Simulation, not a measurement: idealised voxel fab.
process module | voxel transistor to metal
cross-section cut | 170 nm wide | cells 5 nm
A cross-section is a grid of square cells, given in bands from the top down. A band is one or more rows of cells.
Each band's line starts with the height of the band's top and of its bottom, in nm. Then come its materials from left to right, each with its width in nm. One material with "throughout" fills the band from edge to edge. "air" is empty space.
Height 0 is the level under which the wafer as received is all one material. The lowest band goes on downwards, as in "0 down".
A width such as "30 to 40" changes by the same amount from each row of cells to the next, from the band's top row to its bottom row.
"no change" after a step means that no cell of the cross-section changed.
closed voids: empty space of 8 cells or more with no open way to the top, each as width x height at its distance from the left edge, in nm
after a step's settings: what the simulator itself notes on the step
overlay nm, on a step with a mask: how far to the right of its planned place the mask lay; to the left if negative
plan
1 op RECEIVE | material Si
2 op OXIDIZE | depth nm 5
3 op CONFORMAL_DEP | material SiN | thk nm 15
4 op PATTERN | tone cover | mask id ACTIVE | material resist | width nm 95 | thk nm 15 | overlay nm 0
5 op DIRECTIONAL_ETCH | etch materials SiN | depth nm 15
6 op DIRECTIONAL_ETCH | etch materials SiO2 | depth nm 5
7 op DIRECTIONAL_ETCH | etch materials Si | depth nm 25
8 op STRIP | etch materials resist
9 op OXIDIZE | depth nm 5
10 op FILL_DEP | material SiO2 | thk nm 10
11 op CMP | height nm 15
12 op SELECTIVE_ETCH | etch materials SiO2 | depth nm 15
13 op STRIP | etch materials SiN
14 op SELECTIVE_ETCH | etch materials SiO2 | depth nm 5
15 op OXIDIZE | depth nm 5
16 op DIRECTIONAL_DEP | material polySi | thk nm 30
17 op DIRECTIONAL_DEP | material SiCN | thk nm 10
18 op MASKED_ETCH | tone cover | mask id GATE | width nm 25 | etch materials SiCN | depth nm 20 | overlay nm 0
19 op MASKED_ETCH | tone cover | mask id GATE | width nm 25 | etch materials polySi | depth nm 40 | overlay nm 0
20 op CONFORMAL_DEP | material SiN | thk nm 10
21 op DIRECTIONAL_ETCH | etch materials SiN | depth nm 10
22 op DIRECTIONAL_ETCH | etch materials SiO2 | depth nm 5
23 op EPI | material nSi | thk nm 5
24 op FILL_DEP | material SiO2 | thk nm 5
25 op CMP | height nm 35
26 op DIRECTIONAL_DEP | material SiO2 | thk nm 15
27 op PATTERN | tone open | mask id CONTACT | material resist | width nm 25 | pitch nm 60 | thk nm 15 | overlay nm 0
28 op DIRECTIONAL_ETCH | etch materials SiO2 | depth nm 55
29 op STRIP | etch materials resist
30 op CONFORMAL_DEP | material TiN | thk nm 5
31 op FILL_DEP | material Ru | thk nm 5
32 op CMP | height nm 50
33 op CONFORMAL_DEP | material SiN | thk nm 5
34 op DIRECTIONAL_DEP | material SiO2 | thk nm 20
35 op PATTERN | tone open | mask id METAL_1 | material resist | width nm 15 | pitch nm 70 | thk nm 15 | overlay nm 0
36 op DIRECTIONAL_ETCH | etch materials SiO2 | depth nm 20
37 op DIRECTIONAL_ETCH | etch materials SiN | depth nm 5
38 op STRIP | etch materials resist
39 op CONFORMAL_DEP | material TiN | thk nm 5
40 op FILL_DEP | material Ru | thk nm 10
41 op CMP | height nm 75
42 op CONFORMAL_DEP | material SiN | thk nm 5
first wafer, as planned
as received, after step 1
  0 down: Si throughout
  closed voids: none
after step 2
  0 to -5: SiO2 throughout
  below -5: unchanged
after step 3
  15 to 0: SiN throughout
  below 0: unchanged
after step 4
  30 to 15: air 35 | resist 95 | air 40
  below 15: unchanged
after step 5
  30 to 15: air 35 | resist 95 | air 40
  15 to 0: air 35 | SiN 95 | air 40
  below 0: unchanged
after step 6
  30 to 15: air 35 | resist 95 | air 40
  15 to 0: air 35 | SiN 95 | air 40
  0 to -5: air 35 | SiO2 95 | air 40
  below -5: unchanged
after step 7
  30 to 15: air 35 | resist 95 | air 40
  15 to 0: air 35 | SiN 95 | air 40
  0 to -5: air 35 | SiO2 95 | air 40
  -5 to -30: air 35 | Si 95 | air 40
  below -30: unchanged
after step 8
  15 to 0: air 35 | SiN 95 | air 40
  below 0: unchanged
after step 9
  15 to 0: air 35 | SiN 95 | air 40
  0 to -5: air 35 | SiO2 95 | air 40
  -5 to -30: air 35 | SiO2 5 | Si 85 | SiO2 5 | air 40
  -30 to -35: SiO2 40 | Si 85 | SiO2 45
  below -35: unchanged
after step 10
  25 to 15: SiO2 throughout
  15 to 0: SiO2 35 | SiN 95 | SiO2 40
  0 to -5: SiO2 throughout
  -5 to -35: SiO2 40 | Si 85 | SiO2 45
  below -35: unchanged
after step 11
  15 to 0: SiO2 35 | SiN 95 | SiO2 40
  below 0: unchanged
after step 12
  15 to 0: air 35 | SiN 95 | air 40
  below 0: unchanged
after step 13
  0 to -5: SiO2 throughout
  below -5: unchanged
after step 14
  -5 to -35: SiO2 40 | Si 85 | SiO2 45
  below -35: unchanged
after step 15
  -5 to -10: SiO2 throughout
  below -10: unchanged
after step 16
  25 to -5: polySi throughout
  below -5: unchanged
after step 17
  35 to 25: SiCN throughout
  below 25: unchanged
after step 18
  35 to 25: air 70 | SiCN 25 | air 75
  below 25: unchanged
after step 19
  35 to 25: air 70 | SiCN 25 | air 75
  25 to -5: air 70 | polySi 25 | air 75
  below -5: unchanged
after step 20
  45 to 35: air 60 | SiN 45 | air 65
  35 to 25: air 60 | SiN 10 | SiCN 25 | SiN 10 | air 65
  25 to 5: air 60 | SiN 10 | polySi 25 | SiN 10 | air 65
  5 to -5: SiN 70 | polySi 25 | SiN 75
  below -5: unchanged
after step 21
  35 to 25: air 60 | SiN 10 | SiCN 25 | SiN 10 | air 65
  25 to -5: air 60 | SiN 10 | polySi 25 | SiN 10 | air 65
  below -5: unchanged
after step 22
  35 to 25: air 60 | SiN 10 | SiCN 25 | SiN 10 | air 65
  25 to -5: air 60 | SiN 10 | polySi 25 | SiN 10 | air 65
  -5 to -10: air 60 | SiO2 45 | air 65
  below -10: unchanged
after step 23
  35 to 25: air 60 | SiN 10 | SiCN 25 | SiN 10 | air 65
  25 to -5: air 60 | SiN 10 | polySi 25 | SiN 10 | air 65
  -5 to -10: air 35 | nSi 25 | SiO2 45 | nSi 25 | air 40
  below -10: unchanged
after step 24
  40 to 35: SiO2 throughout
  35 to 25: SiO2 60 | SiN 10 | SiCN 25 | SiN 10 | SiO2 65
  25 to -5: SiO2 60 | SiN 10 | polySi 25 | SiN 10 | SiO2 65
  -5 to -10: SiO2 35 | nSi 25 | SiO2 45 | nSi 25 | SiO2 40
  below -10: unchanged
after step 25
  35 to 25: SiO2 60 | SiN 10 | SiCN 25 | SiN 10 | SiO2 65
  below 25: unchanged
after step 26
  50 to 35: SiO2 throughout
  below 35: unchanged
after step 27
  65 to 50: resist 40 | air 25 | resist 35 | air 25 | resist 45
  below 50: unchanged
after step 28
  65 to 50: resist 40 | air 25 | resist 35 | air 25 | resist 45
  50 to 35: SiO2 40 | air 25 | SiO2 35 | air 25 | SiO2 45
  35 to 25: SiO2 40 | air 20 | SiN 10 | SiCN 25 | SiN 10 | air 20 | SiO2 45
  25 to -5: SiO2 40 | air 20 | SiN 10 | polySi 25 | SiN 10 | air 20 | SiO2 45
  below -5: unchanged
after step 29
  50 to 35: SiO2 40 | air 25 | SiO2 35 | air 25 | SiO2 45
  below 35: unchanged
after step 30
  55 to 50: TiN 45 | air 15 | TiN 45 | air 15 | TiN 50
  50 to 40: SiO2 40 | TiN 5 | air 15 | TiN 5 | SiO2 35 | TiN 5 | air 15 | TiN 5 | SiO2 45
  40 to 35: SiO2 40 | TiN 5 | air 10 | TiN 10 | SiO2 35 | TiN 10 | air 10 | TiN 5 | SiO2 45
  35 to 25: SiO2 40 | TiN 5 | air 10 | TiN 5 | SiN 10 | SiCN 25 | SiN 10 | TiN 5 | air 10 | TiN 5 | SiO2 45
  25 to 0: SiO2 40 | TiN 5 | air 10 | TiN 5 | SiN 10 | polySi 25 | SiN 10 | TiN 5 | air 10 | TiN 5 | SiO2 45
  0 to -5: SiO2 40 | TiN 20 | SiN 10 | polySi 25 | SiN 10 | TiN 20 | SiO2 45
  below -5: unchanged
after step 31
  60 to 55: Ru throughout
  55 to 50: TiN 45 | Ru 15 | TiN 45 | Ru 15 | TiN 50
  50 to 40: SiO2 40 | TiN 5 | Ru 15 | TiN 5 | SiO2 35 | TiN 5 | Ru 15 | TiN 5 | SiO2 45
  40 to 35: SiO2 40 | TiN 5 | Ru 10 | TiN 10 | SiO2 35 | TiN 10 | Ru 10 | TiN 5 | SiO2 45
  35 to 25: SiO2 40 | TiN 5 | Ru 10 | TiN 5 | SiN 10 | SiCN 25 | SiN 10 | TiN 5 | Ru 10 | TiN 5 | SiO2 45
  25 to 0: SiO2 40 | TiN 5 | Ru 10 | TiN 5 | SiN 10 | polySi 25 | SiN 10 | TiN 5 | Ru 10 | TiN 5 | SiO2 45
  below 0: unchanged
after step 32
  50 to 40: SiO2 40 | TiN 5 | Ru 15 | TiN 5 | SiO2 35 | TiN 5 | Ru 15 | TiN 5 | SiO2 45
  below 40: unchanged
after step 33
  55 to 50: SiN throughout
  below 50: unchanged
after step 34
  75 to 55: SiO2 throughout
  below 55: unchanged
after step 35
  90 to 75: resist 40 | air 15 | resist 55 | air 15 | resist 45
  below 75: unchanged
after step 36
  90 to 75: resist 40 | air 15 | resist 55 | air 15 | resist 45
  75 to 55: SiO2 40 | air 15 | SiO2 55 | air 15 | SiO2 45
  below 55: unchanged
after step 37
  90 to 75: resist 40 | air 15 | resist 55 | air 15 | resist 45
  75 to 55: SiO2 40 | air 15 | SiO2 55 | air 15 | SiO2 45
  55 to 50: SiN 40 | air 15 | SiN 55 | air 15 | SiN 45
  below 50: unchanged
after step 38
  75 to 55: SiO2 40 | air 15 | SiO2 55 | air 15 | SiO2 45
  below 55: unchanged
after step 39
  80 to 75: TiN 45 | air 5 | TiN 65 | air 5 | TiN 50
  75 to 55: SiO2 40 | TiN 5 | air 5 | TiN 5 | SiO2 55 | TiN 5 | air 5 | TiN 5 | SiO2 45
  55 to 50: SiN 40 | TiN 15 | SiN 55 | TiN 15 | SiN 45
  below 50: unchanged
after step 40
  90 to 80: Ru throughout
  80 to 75: TiN 45 | Ru 5 | TiN 65 | Ru 5 | TiN 50
  75 to 55: SiO2 40 | TiN 5 | Ru 5 | TiN 5 | SiO2 55 | TiN 5 | Ru 5 | TiN 5 | SiO2 45
  below 55: unchanged
after step 41
  75 to 55: SiO2 40 | TiN 5 | Ru 5 | TiN 5 | SiO2 55 | TiN 5 | Ru 5 | TiN 5 | SiO2 45
  below 55: unchanged
after step 42
  80 to 75: SiN throughout
  below 75: unchanged
second wafer: like start, like plan, one mistake. Through step 17 it matches the first wafer
when step 18 should have ended
  35 to 25: air 70 | SiCN 30 | air 70
  below 25: unchanged
when step 19 should have ended
  35 to 25: air 70 | SiCN 30 | air 70
  25 to -5: air 70 | polySi 30 | air 70
  below -5: unchanged
when step 20 should have ended
  45 to 35: air 60 | SiN 50 | air 60
  35 to 25: air 60 | SiN 10 | SiCN 30 | SiN 10 | air 60
  25 to 5: air 60 | SiN 10 | polySi 30 | SiN 10 | air 60
  5 to -5: SiN 70 | polySi 30 | SiN 70
  below -5: unchanged
when step 21 should have ended
  35 to 25: air 60 | SiN 10 | SiCN 30 | SiN 10 | air 60
  25 to -5: air 60 | SiN 10 | polySi 30 | SiN 10 | air 60
  below -5: unchanged
when step 22 should have ended
  35 to 25: air 60 | SiN 10 | SiCN 30 | SiN 10 | air 60
  25 to -5: air 60 | SiN 10 | polySi 30 | SiN 10 | air 60
  -5 to -10: air 60 | SiO2 50 | air 60
  below -10: unchanged
when step 23 should have ended
  35 to 25: air 60 | SiN 10 | SiCN 30 | SiN 10 | air 60
  25 to -5: air 60 | SiN 10 | polySi 30 | SiN 10 | air 60
  -5 to -10: air 35 | nSi 25 | SiO2 50 | nSi 20 | air 40
  below -10: unchanged
when step 24 should have ended
  40 to 35: SiO2 throughout
  35 to 25: SiO2 60 | SiN 10 | SiCN 30 | SiN 10 | SiO2 60
  25 to -5: SiO2 60 | SiN 10 | polySi 30 | SiN 10 | SiO2 60
  -5 to -10: SiO2 35 | nSi 25 | SiO2 50 | nSi 20 | SiO2 40
  below -10: unchanged
when step 25 should have ended
  35 to 25: SiO2 60 | SiN 10 | SiCN 30 | SiN 10 | SiO2 60
  below 25: unchanged
when step 26 should have ended
  50 to 35: SiO2 throughout
  below 35: unchanged
when step 27 should have ended
  65 to 50: resist 40 | air 25 | resist 35 | air 25 | resist 45
  below 50: unchanged
when step 28 should have ended
  65 to 50: resist 40 | air 25 | resist 35 | air 25 | resist 45
  50 to 35: SiO2 40 | air 25 | SiO2 35 | air 25 | SiO2 45
  35 to 25: SiO2 40 | air 20 | SiN 10 | SiCN 30 | SiN 10 | air 15 | SiO2 45
  25 to -5: SiO2 40 | air 20 | SiN 10 | polySi 30 | SiN 10 | air 15 | SiO2 45
  below -5: unchanged
when step 29 should have ended
  50 to 35: SiO2 40 | air 25 | SiO2 35 | air 25 | SiO2 45
  below 35: unchanged
when step 30 should have ended
  55 to 50: TiN 45 | air 15 | TiN 45 | air 15 | TiN 50
  50 to 40: SiO2 40 | TiN 5 | air 15 | TiN 5 | SiO2 35 | TiN 5 | air 15 | TiN 5 | SiO2 45
  40 to 35: SiO2 40 | TiN 5 | air 10 | TiN 10 | SiO2 35 | TiN 15 | air 5 | TiN 5 | SiO2 45
  35 to 25: SiO2 40 | TiN 5 | air 10 | TiN 5 | SiN 10 | SiCN 30 | SiN 10 | TiN 5 | air 5 | TiN 5 | SiO2 45
  25 to 0: SiO2 40 | TiN 5 | air 10 | TiN 5 | SiN 10 | polySi 30 | SiN 10 | TiN 5 | air 5 | TiN 5 | SiO2 45
  0 to -5: SiO2 40 | TiN 20 | SiN 10 | polySi 30 | SiN 10 | TiN 15 | SiO2 45
  below -5: unchanged
when step 31 should have ended
  60 to 55: Ru throughout
  55 to 50: TiN 45 | Ru 15 | TiN 45 | Ru 15 | TiN 50
  50 to 40: SiO2 40 | TiN 5 | Ru 15 | TiN 5 | SiO2 35 | TiN 5 | Ru 15 | TiN 5 | SiO2 45
  40 to 35: SiO2 40 | TiN 5 | Ru 10 | TiN 10 | SiO2 35 | TiN 15 | Ru 5 | TiN 5 | SiO2 45
  35 to 25: SiO2 40 | TiN 5 | Ru 10 | TiN 5 | SiN 10 | SiCN 30 | SiN 10 | TiN 5 | Ru 5 | TiN 5 | SiO2 45
  25 to 0: SiO2 40 | TiN 5 | Ru 10 | TiN 5 | SiN 10 | polySi 30 | SiN 10 | TiN 5 | Ru 5 | TiN 5 | SiO2 45
  below 0: unchanged
when step 32 should have ended
  50 to 40: SiO2 40 | TiN 5 | Ru 15 | TiN 5 | SiO2 35 | TiN 5 | Ru 15 | TiN 5 | SiO2 45
  below 40: unchanged
when step 33 should have ended
  55 to 50: SiN throughout
  below 50: unchanged
when step 34 should have ended
  75 to 55: SiO2 throughout
  below 55: unchanged
when step 35 should have ended
  90 to 75: resist 40 | air 15 | resist 55 | air 15 | resist 45
  below 75: unchanged
when step 36 should have ended
  90 to 75: resist 40 | air 15 | resist 55 | air 15 | resist 45
  75 to 55: SiO2 40 | air 15 | SiO2 55 | air 15 | SiO2 45
  below 55: unchanged
when step 37 should have ended
  90 to 75: resist 40 | air 15 | resist 55 | air 15 | resist 45
  75 to 55: SiO2 40 | air 15 | SiO2 55 | air 15 | SiO2 45
  55 to 50: SiN 40 | air 15 | SiN 55 | air 15 | SiN 45
  below 50: unchanged
when step 38 should have ended
  75 to 55: SiO2 40 | air 15 | SiO2 55 | air 15 | SiO2 45
  below 55: unchanged
when step 39 should have ended
  80 to 75: TiN 45 | air 5 | TiN 65 | air 5 | TiN 50
  75 to 55: SiO2 40 | TiN 5 | air 5 | TiN 5 | SiO2 55 | TiN 5 | air 5 | TiN 5 | SiO2 45
  55 to 50: SiN 40 | TiN 15 | SiN 55 | TiN 15 | SiN 45
  below 50: unchanged
when step 40 should have ended
  90 to 80: Ru throughout
  80 to 75: TiN 45 | Ru 5 | TiN 65 | Ru 5 | TiN 50
  75 to 55: SiO2 40 | TiN 5 | Ru 5 | TiN 5 | SiO2 55 | TiN 5 | Ru 5 | TiN 5 | SiO2 45
  below 55: unchanged
when step 41 should have ended
  75 to 55: SiO2 40 | TiN 5 | Ru 5 | TiN 5 | SiO2 55 | TiN 5 | Ru 5 | TiN 5 | SiO2 45
  below 55: unchanged
when step 42 should have ended
  80 to 75: SiN throughout
  below 75: unchanged
what went wrong: step 18 ran as: op MASKED_ETCH | tone cover | mask id GATE | width nm 30 | etch materials SiCN | depth nm 20 | overlay nm 0
at the end the second wafer has, in cells: 8 fewer of Ru | 2 more of SiCN | 1 more of SiO2 | 1 fewer of nSi | 6 more of polySi
